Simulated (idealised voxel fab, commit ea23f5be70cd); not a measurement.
process module | voxel ribs on slabs
Section shown: cut. Width: 290 nm. Cell size: 5 nm, square.
Just so we're on the same page, the cross-sections are grids of square cells, and they're listed out in bands top to bottom, each band one or more rows deep.
For a band, the entry starts with two heights in nm, that of the top and then that of the bottom, and carries on with the band's materials in order from left to right, each alongside its width in nm; the word "throughout" beside a single material means it fills the band edge to edge, and "empty" means empty space.
Convention: height 0 is the level below which the wafer, as received, is all one material. The lowest band does not terminate at the bottom but continues downward, represented as "0 -> down".
So if you see something like "30->40" for the width, read it as the top row of the band sitting at the first number and the bottom row at the second, with every row in between moving by the same amount as the last.
Where a step carries "no change", the cross-section came out of it unchanged, cell for cell.
"Cavities, sealed" means: voids of 8 cells or more that are shut off from the top with no open way through. Written width x height at distance, distance from the left edge, in nm.
Step line, after settings: the simulator's comment on this step.
"overlay nm" answers the question of how far to the right of plan the mask lay on a step that has a mask, and when it is negative the answer is to the left.
# So here's the lineup of process steps we planned
1,RECEIVE: material Si
2,DIRECTIONAL_DEP: material SiO2, thk nm 25
3,DIRECTIONAL_DEP: material polySi, thk nm 20
4,DIRECTIONAL_DEP: material aC, thk nm 15
5,PATTERN: tone cover, mask id RIB, material resist, width nm 25, thk nm 35, overlay nm 0
6,DIRECTIONAL_ETCH: etch materials aC, depth nm 15
7,STRIP: etch materials resist
8,DIRECTIONAL_ETCH: etch materials polySi, depth nm 5
9,STRIP: etch materials aC
10,DIRECTIONAL_DEP: material aC, thk nm 15
11,PATTERN: tone cover, mask id SLAB, material resist, width nm 85, thk nm 30, overlay nm 0
12,DIRECTIONAL_ETCH: etch materials aC, depth nm 15
13,STRIP: etch materials resist
14,DIRECTIONAL_ETCH: etch materials polySi, depth nm 15
15,STRIP: etch materials aC
16,FILL_DEP: material SiO2, thk nm 20
17,CMP: height nm 55
18,DIRECTIONAL_DEP: material TiN, thk nm 10
19,PATTERN: tone cover, mask id HEATER, material resist, width nm 35, thk nm 20, overlay nm 0
20,DIRECTIONAL_ETCH: etch materials TiN, depth nm 10
21,STRIP: etch materials resist
22,CONFORMAL_DEP: material SiO2, thk nm 10
# Incoming wafer, cross-sectional view, post step 1
- 0 -> down: Si throughout
- Cavities, sealed: none
# End-of-module XS, first of two wafers, run as planned
- 75 -> 65: 115 of empty | 55 of SiO2 | 120 of empty
- 65 -> 55: 125 of SiO2 | 35 of TiN | 130 of SiO2
- 55 -> 45: SiO2 throughout
- 45 -> 40: 130 of SiO2 | 25 of polySi | 135 of SiO2
- 40 -> 25: 100 of SiO2 | 85 of polySi | 105 of SiO2
- 25 -> 0: SiO2 throughout
- 0 -> down: Si throughout
- Cavities, sealed: none
# End-of-module cross-section of the second wafer: identical starting point and process plan to the first, with one processing mistake
- 75 -> 65: 115 of empty | 55 of SiO2 | 120 of empty
- 65 -> 55: 125 of SiO2 | 35 of TiN | 130 of SiO2
- 55 -> 45: SiO2 throughout
- 45 -> 40: 130 of SiO2 | 25 of polySi | 135 of SiO2
- 40 -> 25: 100 of SiO2 | 90 of polySi | 100 of SiO2
- 25 -> 0: SiO2 throughout
- 0 -> down: Si throughout
- Cavities, sealed: none
What went wrong in running the wafer? step 11 was run on a setting that differed from the plan, and what really ran there is PATTERN: tone cover, mask id SLAB, material resist, width nm 90, thk nm 30, overlay nm 0
Final wafer comparison in cells, second versus first, more or fewer per material: 3 fewer of SiO2 | 3 more of polySi
